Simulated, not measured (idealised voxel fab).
process module | voxel ribs on slabs
cross-section cut | 230 nm wide | cells 5 nm
A cross-section is a grid of square cells, given in bands from the top down. A band is one or more rows of cells.
Each band's line starts with the height of the band's top and of its bottom, in nm. Then come its materials from left to right, each with its width in nm. One material with "throughout" fills the band from edge to edge. "air" is empty space.
Height 0 is the level under which the wafer as received is all one material. The lowest band goes on downwards, as in "0 down".
A width such as "30 to 40" changes by the same amount from each row of cells to the next, from the band's top row to its bottom row.
"no change" after a step means that no cell of the cross-section changed.
closed voids: empty space of 8 cells or more with no open way to the top, each as width x height at its distance from the left edge, in nm
after a step's settings: what the simulator itself notes on the step
overlay nm, on a step with a mask: how far to the right of its planned place the mask lay; to the left if negative
plan
1 op RECEIVE | material Si
2 op DIRECTIONAL_DEP | material SiO2 | thk nm 30
3 op DIRECTIONAL_DEP | material SiN | thk nm 25
4 op DIRECTIONAL_DEP | material aC | thk nm 10
5 op PATTERN | tone cover | mask id RIB | material resist | width nm 25 | thk nm 25 | overlay nm 0
6 op DIRECTIONAL_ETCH | etch materials aC | depth nm 10
7 op STRIP | etch materials resist
8 op DIRECTIONAL_ETCH | etch materials SiN | depth nm 10
9 op STRIP | etch materials aC
10 op DIRECTIONAL_DEP | material aC | thk nm 15
11 op PATTERN | tone cover | mask id SLAB | material resist | width nm 85 | thk nm 30 | overlay nm 0
12 op DIRECTIONAL_ETCH | etch materials aC | depth nm 15
13 op STRIP | etch materials resist
14 op DIRECTIONAL_ETCH | etch materials SiN | depth nm 15
15 op STRIP | etch materials aC
16 op FILL_DEP | material SiO2 | thk nm 15
17 op CMP | height nm 65
18 op DIRECTIONAL_DEP | material TiN | thk nm 5
19 op PATTERN | tone cover | mask id HEATER | material resist | width nm 35 | thk nm 20 | overlay nm 0
20 op DIRECTIONAL_ETCH | etch materials TiN | depth nm 5
21 op STRIP | etch materials resist
22 op CONFORMAL_DEP | material SiN | thk nm 10
as received, after step 1
  0 down: Si throughout
  closed voids: none
first wafer at the end, as planned
  80 to 75: air 85 | SiN 55 | air 90
  75 to 70: SiN throughout
  70 to 65: SiN 95 | TiN 35 | SiN 100
  65 to 55: SiO2 throughout
  55 to 45: SiO2 100 | SiN 25 | SiO2 105
  45 to 30: SiO2 70 | SiN 85 | SiO2 75
  30 to 0: SiO2 throughout
  0 down: Si throughout
  closed voids: none
second wafer at the end: like start, like plan, one mistake
  80 to 75: air 85 | SiN 55 | air 90
  75 to 70: SiN throughout
  70 to 65: SiN 95 | TiN 35 | SiN 100
  65 to 25: SiO2 throughout
  25 to 0: SiN throughout
  0 down: Si throughout
  closed voids: none
what went wrong: steps 2 and 3 were swapped
at the end the second wafer has, in cells: 169 more of SiN | 169 fewer of SiO2
